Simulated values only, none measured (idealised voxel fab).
This is a process module. Its name is voxel lift off.
In the cross-section labelled cut, the width is 220 nm and each square cell is 5 nm.
Cross-section spec: square-cell grid; bands listed top down; each band is one or more rows.
The band entry comprises the height of the band's top followed by the height of its bottom, expressed in nm, and subsequently the band's materials from left to right, each stated together with its width in nm. Where a single material is marked with the word "full width", that material fills the band from edge to edge. The word "blank" represents empty space.
Convention: height 0 is the level below which the wafer, as received, is all one material. The lowest band does not terminate at the bottom but continues downward, represented as "top 0, no bottom".
A two-number width, for instance "30 to 40", indicates that the width is equal to the first number in the top row of the band and to the second number in the bottom row, and that it changes by a constant amount per row of cells.
The designation "no change occurred", where it is given for a processing step, indicates that no cell of the cross-section was altered in the course of that step.
What "Closed internal voids" gives you is every empty space of 8 cells or more that is cut off from the top. Each appears as width x height at distance, with the distance taken from the left edge and width, height and distance all in nm.
Post-settings text on a step line: simulator's own remark regarding the step.
The optional step-line setting "overlay nm" applies to steps with a mask and quantifies how far to the right of its planned location the mask lay, a negative value indicating leftward placement.

Planned process steps
1: RECEIVE [material Si]
2: CONFORMAL_DEP [material SiO2] [thk nm 15]
3: PATTERN [tone open] [mask id LINES] [material resist] [width nm 15] [pitch nm 40] [thk nm 25] [overlay nm 0]
4: DIRECTIONAL_DEP [material Ru] [thk nm 10]
5: STRIP [etch materials resist]
6: CONFORMAL_DEP [material SiCN] [thk nm 10]

Incoming wafer in cross-section (state: after step 1)
  top 0, no bottom | Si full width
  Closed internal voids: none

The following cross-section depicts the wafer upon conclusion of the module. Processing commenced from the starting condition illustrated above and adhered to the plan illustrated above, save for one mistake in execution
  top 35, bottom 25 | 40 of blank, 35 of SiCN, 5 of blank, 35 of SiCN, 5 of blank, 35 of SiCN, 65 of blank
  top 25, bottom 15 | 50 of SiCN, 15 of Ru, 25 of SiCN, 15 of Ru, 25 of SiCN, 15 of Ru, 75 of SiCN
  top 15, bottom 0 | SiO2 full width
  top 0, no bottom | Si full width
  Closed internal voids: none
What was done differently from what was planned? step 3 changed vs plan, executed as PATTERN [tone open] [mask id LINES] [material resist] [width nm 15] [pitch nm 40] [thk nm 25] [overlay nm -10]
